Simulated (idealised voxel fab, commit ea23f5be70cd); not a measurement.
The process module presented herein is designated voxel trench capacitor.
The cross-section shown here is cut; it is 250 nm wide and divided into square cells measuring 5 nm on a side.
A cross-section is written here as square cells arranged in a grid, and it is given in bands from the top down, each band taking up one or more rows of cells. Top, bottom (nm), then materials left to right with widths (nm); lone material tagged "full width" fills the whole band edge to edge; "air" = empty space. Convention: height 0 is the level below which the wafer, as received, is all one material. The lowest band does not terminate at the bottom but continues downward, represented as "top 0, no bottom". A two-number width, for instance "30->40", indicates that the width is equal to the first number in the top row of the band and to the second number in the bottom row, and that it changes by a constant amount per row of cells. "identical to before" after a step means that no cell of the cross-section changed. The list in "Enclosed cavities" covers empty spaces of 8 cells or more that cannot reach the top through any open way, and it gives each as width x height at distance; the distance is from the left edge, and width, height and distance are in nm. Read whatever lies past the settings on a step's line as the simulator's own remark about the step. overlay nm: how far to the right of its planned place the mask lay on this masked step (negative: to the left).
[Set out below are the planned steps of the process]
- 1: RECEIVE | material Si
- 2: CONFORMAL_DEP | material SiN | thk nm 10
- 3: DIRECTIONAL_DEP | material aC | thk nm 15
- 4: PATTERN | tone open | mask id TRENCH | material resist | width nm 25 | pitch nm 50 | thk nm 35 | overlay nm -15
- 5: DIRECTIONAL_ETCH | etch materials aC | depth nm 15
- 6: STRIP | etch materials resist
- 7: DIRECTIONAL_ETCH | etch materials SiN | depth nm 10
- 8: DIRECTIONAL_ETCH | etch materials Si | depth nm 25
- 9: STRIP | etch materials aC
- 10: CONFORMAL_DEP | material SiO2 | thk nm 5
- 11: FILL_DEP | material polySi | thk nm 5
- 12: CMP | height nm 10
All wafers enter the flow in the same state. The overlay nm at step 4 differs from wafer to wafer, and the plan gives the value for the first wafer.
[The first of several wafers, as received after step 1, seen in section]
* top 0, no bottom  Si full width
* Enclosed cavities: none
[Gained (+) or lost (-) cells of each material since receipt, then closed voids: one row per wafer, at the end of the module]
overlay nm -15 | -50 Si | +80 SiN | +34 SiO2 | +36 polySi | Enclosed cavities: none
overlay nm -10 | -50 Si | +80 SiN | +34 SiO2 | +36 polySi | Enclosed cavities: none
overlay nm -5 | -50 Si | +80 SiN | +34 SiO2 | +36 polySi | Enclosed cavities: none
overlay nm 0 | -50 Si | +80 SiN | +34 SiO2 | +36 polySi | Enclosed cavities: none
overlay nm 5 | -50 Si | +80 SiN | +34 SiO2 | +36 polySi | Enclosed cavities: none
overlay nm 10 | -50 Si | +80 SiN | +34 SiO2 | +36 polySi | Enclosed cavities: none
overlay nm 15 | -50 Si | +80 SiN | +34 SiO2 | +36 polySi | Enclosed cavities: none
